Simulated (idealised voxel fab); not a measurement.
voxel spacer lines: a process module
The width of the displayed cross-section, cut, is 165 nm; its cells are square, with a size of 5 nm.
Heads up, the way a cross-section reads in here is a grid of square cells, handed over as bands from the top down, with every band being one or more rows of cells. This entry defines a band. It first specifies the height of the band's top and the height of its bottom in nm, and then specifies the band's materials from left to right, stating each material with its width in nm. The word "full width" identifies a single material that fills the band from edge to edge, while the word "air" identifies empty space. For the purposes of this specification, 0 denotes the height below which the wafer in its as-received condition is composed wholly of one material, and the lowermost band, lacking a lower limit, extends downward without end, as expressed in "0 down". The notation "30->40" denotes a width that varies across the rows of cells in the band, beginning at the first number in the top row, finishing at the second number in the bottom row, and changing by an identical amount from each row to the next. The designation "nothing different", where it is given for a processing step, indicates that no cell of the cross-section was altered in the course of that step. Empty spaces counting at least 8 cells and having no open way to the top are listed in "Trapped void list". The notation width x height at distance is used for each, the distance being from the left edge and all three values in nm. Heads up: the bit after the settings on a step's line is the simulator's remark on that step. "overlay nm" answers the question of how far to the right of plan the mask lay on a step that has a mask, and when it is negative the answer is to the left.
STEPS IN THE PROCESS PLAN
- 1: RECEIVE [material Si]
- 2: CONFORMAL_DEP [material Al2O3] [thk nm 5]
- 3: DIRECTIONAL_DEP [material polySi] [thk nm 20]
- 4: DIRECTIONAL_DEP [material aC] [thk nm 25]
- 5: PATTERN [tone cover] [mask id MANDREL] [material resist] [width nm 20] [pitch nm 70] [thk nm 35] [overlay nm 0]
- 6: DIRECTIONAL_ETCH [etch materials aC] [depth nm 25]
- 7: STRIP [etch materials resist]
- 8: CONFORMAL_DEP [material SiO2] [thk nm 15]
- 9: DIRECTIONAL_ETCH [etch materials SiO2] [depth nm 15]
- 10: STRIP [etch materials aC]
- 11: DIRECTIONAL_ETCH [etch materials polySi] [depth nm 20]
- 12: STRIP [etch materials SiO2]
THE FIRST WAFER OF TWO, PROCESSED AS PLANNED
AS RECEIVED (POST STEP 1): CROSS-SECTION
- 0 down | Si full width
- Trapped void list: none
YOU'RE LOOKING AT A CROSS-SECTION OF THE WAFER AFTER STEP 2
- 5 to 0 | Al2O3 full width
- For the remainder of the cross-section, below 0, there is no change.
YOU'RE LOOKING AT A CROSS-SECTION OF THE WAFER AFTER STEP 3
- 25 to 5 | polySi full width
- For the remainder of the cross-section, below 5, there is no change.
YOU'RE LOOKING AT A CROSS-SECTION OF THE WAFER AFTER STEP 4
- 50 to 25 | aC full width
- For the remainder of the cross-section, below 25, there is no change.
YOU'RE LOOKING AT A CROSS-SECTION OF THE WAFER AFTER STEP 5
- 85 to 50 | 35 nm air, 20 nm resist, 50 nm air, 20 nm resist, 40 nm air
- For the remainder of the cross-section, below 50, there is no change.
YOU'RE LOOKING AT A CROSS-SECTION OF THE WAFER AFTER STEP 6
- 60 to 50 | 35 nm air, 20 nm resist, 50 nm air, 20 nm resist, 40 nm air
- 50 to 25 | 35 nm air, 20 nm aC, 50 nm air, 20 nm aC, 40 nm air
- For the remainder of the cross-section, below 25, there is no change.
YOU'RE LOOKING AT A CROSS-SECTION OF THE WAFER AFTER STEP 7
- 50 to 25 | 35 nm air, 20 nm aC, 50 nm air, 20 nm aC, 40 nm air
- For the remainder of the cross-section, below 25, there is no change.
YOU'RE LOOKING AT A CROSS-SECTION OF THE WAFER AFTER STEP 8
- 65 to 50 | 20 nm air, 50 nm SiO2, 20 nm air, 50 nm SiO2, 25 nm air
- 50 to 40 | 20 nm air, 15 nm SiO2, 20 nm aC, 15 nm SiO2, 20 nm air, 15 nm SiO2, 20 nm aC, 15 nm SiO2, 25 nm air
- 40 to 25 | 35 nm SiO2, 20 nm aC, 50 nm SiO2, 20 nm aC, 40 nm SiO2
- For the remainder of the cross-section, below 25, there is no change.
YOU'RE LOOKING AT A CROSS-SECTION OF THE WAFER AFTER STEP 9
- 50 to 25 | 20 nm air, 15 nm SiO2, 20 nm aC, 15 nm SiO2, 20 nm air, 15 nm SiO2, 20 nm aC, 15 nm SiO2, 25 nm air
- For the remainder of the cross-section, below 25, there is no change.
YOU'RE LOOKING AT A CROSS-SECTION OF THE WAFER AFTER STEP 10
- 50 to 25 | 20 nm air, 15 nm SiO2, 20 nm air, 15 nm SiO2, 20 nm air, 15 nm SiO2, 20 nm air, 15 nm SiO2, 25 nm air
- For the remainder of the cross-section, below 25, there is no change.
YOU'RE LOOKING AT A CROSS-SECTION OF THE WAFER AFTER STEP 11
- 50 to 25 | 20 nm air, 15 nm SiO2, 20 nm air, 15 nm SiO2, 20 nm air, 15 nm SiO2, 20 nm air, 15 nm SiO2, 25 nm air
- 25 to 5 | 20 nm air, 15 nm polySi, 20 nm air, 15 nm polySi, 20 nm air, 15 nm polySi, 20 nm air, 15 nm polySi, 25 nm air
- For the remainder of the cross-section, below 5, there is no change.
YOU'RE LOOKING AT A CROSS-SECTION OF THE WAFER AFTER STEP 12
- 25 to 5 | 20 nm air, 15 nm polySi, 20 nm air, 15 nm polySi, 20 nm air, 15 nm polySi, 20 nm air, 15 nm polySi, 25 nm air
- For the remainder of the cross-section, below 5, there is no change.
THE SECOND WAFER: COMMON ORIGIN AND PLAN, ONE MISTAKE IN EXECUTION, IDENTICAL TO THE FIRST THROUGH STEP 2
LOOK AT THE SECOND WAFER IN CROSS-SECTION AT THE TIME STEP 3 OUGHT TO HAVE FINISHED
- 15 to 5 | polySi full width
- For the remainder of the cross-section, below 5, there is no change.
LOOK AT THE SECOND WAFER IN CROSS-SECTION AT THE TIME STEP 4 OUGHT TO HAVE FINISHED
- 40 to 15 | aC full width
- For the remainder of the cross-section, below 15, there is no change.
LOOK AT THE SECOND WAFER IN CROSS-SECTION AT THE TIME STEP 5 OUGHT TO HAVE FINISHED
- 75 to 40 | 35 nm air, 20 nm resist, 50 nm air, 20 nm resist, 40 nm air
- For the remainder of the cross-section, below 40, there is no change.
LOOK AT THE SECOND WAFER IN CROSS-SECTION AT THE TIME STEP 6 OUGHT TO HAVE FINISHED
- 50 to 40 | 35 nm air, 20 nm resist, 50 nm air, 20 nm resist, 40 nm air
- 40 to 15 | 35 nm air, 20 nm aC, 50 nm air, 20 nm aC, 40 nm air
- For the remainder of the cross-section, below 15, there is no change.
LOOK AT THE SECOND WAFER IN CROSS-SECTION AT THE TIME STEP 7 OUGHT TO HAVE FINISHED
- 40 to 15 | 35 nm air, 20 nm aC, 50 nm air, 20 nm aC, 40 nm air
- For the remainder of the cross-section, below 15, there is no change.
LOOK AT THE SECOND WAFER IN CROSS-SECTION AT THE TIME STEP 8 OUGHT TO HAVE FINISHED
- 55 to 40 | 20 nm air, 50 nm SiO2, 20 nm air, 50 nm SiO2, 25 nm air
- 40 to 30 | 20 nm air, 15 nm SiO2, 20 nm aC, 15 nm SiO2, 20 nm air, 15 nm SiO2, 20 nm aC, 15 nm SiO2, 25 nm air
- 30 to 15 | 35 nm SiO2, 20 nm aC, 50 nm SiO2, 20 nm aC, 40 nm SiO2
- For the remainder of the cross-section, below 15, there is no change.
LOOK AT THE SECOND WAFER IN CROSS-SECTION AT THE TIME STEP 9 OUGHT TO HAVE FINISHED
- 40 to 15 | 20 nm air, 15 nm SiO2, 20 nm aC, 15 nm SiO2, 20 nm air, 15 nm SiO2, 20 nm aC, 15 nm SiO2, 25 nm air
- For the remainder of the cross-section, below 15, there is no change.
LOOK AT THE SECOND WAFER IN CROSS-SECTION AT THE TIME STEP 10 OUGHT TO HAVE FINISHED
- 40 to 15 | 20 nm air, 15 nm SiO2, 20 nm air, 15 nm SiO2, 20 nm air, 15 nm SiO2, 20 nm air, 15 nm SiO2, 25 nm air
- For the remainder of the cross-section, below 15, there is no change.
LOOK AT THE SECOND WAFER IN CROSS-SECTION AT THE TIME STEP 11 OUGHT TO HAVE FINISHED
- 40 to 15 | 20 nm air, 15 nm SiO2, 20 nm air, 15 nm SiO2, 20 nm air, 15 nm SiO2, 20 nm air, 15 nm SiO2, 25 nm air
- 15 to 5 | 20 nm air, 15 nm polySi, 20 nm air, 15 nm polySi, 20 nm air, 15 nm polySi, 20 nm air, 15 nm polySi, 25 nm air
- For the remainder of the cross-section, below 5, there is no change.
LOOK AT THE SECOND WAFER IN CROSS-SECTION AT THE TIME STEP 12 OUGHT TO HAVE FINISHED
- 15 to 5 | 20 nm air, 15 nm polySi, 20 nm air, 15 nm polySi, 20 nm air, 15 nm polySi, 20 nm air, 15 nm polySi, 25 nm air
- For the remainder of the cross-section, below 5, there is no change.
It is concluded that the wafer was processed incorrectly with respect to the plan, in that step 3 ran differently from the plan; actual operation with settings: DIRECTIONAL_DEP [material polySi] [thk nm 10]
Upon completion, the second wafer contains, in terms of cells, a greater or smaller amount of certain materials than the first wafer: polySi -24
